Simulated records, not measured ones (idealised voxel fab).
This section sets out a process module, namely voxel tone inversion.
Cross-section cut: width 285 nm, square cells of 5 nm.
Cross-sections here: square-cell grids, written as top-down lists of bands, a band being one or more rows of cells.
For a band, the entry starts with two heights in nm, that of the top and then that of the bottom, and carries on with the band's materials in order from left to right, each alongside its width in nm; the word "everywhere" beside a single material means it fills the band edge to edge, and "blank" means empty space.
Height is counted from the level 0, under which the received wafer is composed throughout of one material. The lowest of the bands is not closed at the bottom but continues downward, in the notation "z 0 and below".
So if you see something like "30 to 40" for the width, read it as the top row of the band sitting at the first number and the bottom row at the second, with every row in between moving by the same amount as the last.
"nothing different" after a step means that no cell of the cross-section changed.
Empty spaces counting at least 8 cells and having no open way to the top are listed in "Enclosed void catalog". The notation width x height at distance is used for each, the distance being from the left edge and all three values in nm.
It should be noted that, on the line of a given step, the content following the step's settings is a remark produced by the simulator itself with respect to that step.
"overlay nm", when on a step's line for a step with a mask, measures how far to the right of its planned place the mask lay; a negative measure means to the left.
Process steps (planned):
1,RECEIVE, material Si
2,CONFORMAL_DEP, material SiN, thk nm 10
3,DIRECTIONAL_DEP, material aC, thk nm 15
4,PATTERN, tone cover, mask id POSTS, material resist, width nm 20, pitch nm 45, thk nm 20, overlay nm 0
5,DIRECTIONAL_ETCH, etch materials aC, depth nm 15
6,STRIP, etch materials resist
7,FILL_DEP, material SiO2, thk nm 10
8,CMP, height nm 25
9,STRIP, etch materials aC
Step 1 complete: cross-section of the wafer as received:
* z 0 and below  Si everywhere
* Enclosed void catalog: none
End-of-module cross-section of the first of two wafers, processed as planned:
* z 25 to 10  SiO2 110 nm, then blank 20 nm, then SiO2 25 nm, then blank 20 nm, then SiO2 110 nm
* z 10 to 0  SiN everywhere
* z 0 and below  Si everywhere
* Enclosed void catalog: none
Second wafer through the module, sectioned at the end: same beginning and same plan as the first wafer, with one mistake in carrying it out:
* z 25 to 0  SiN everywhere
* z 0 and below  Si everywhere
* Enclosed void catalog: none
what went wrong: step 3 deviated from plan and actually ran as DIRECTIONAL_DEP, material SiN, thk nm 15
Final difference in cells, second wafer against first, listed per material as more or fewer: SiN +171 | SiO2 -147
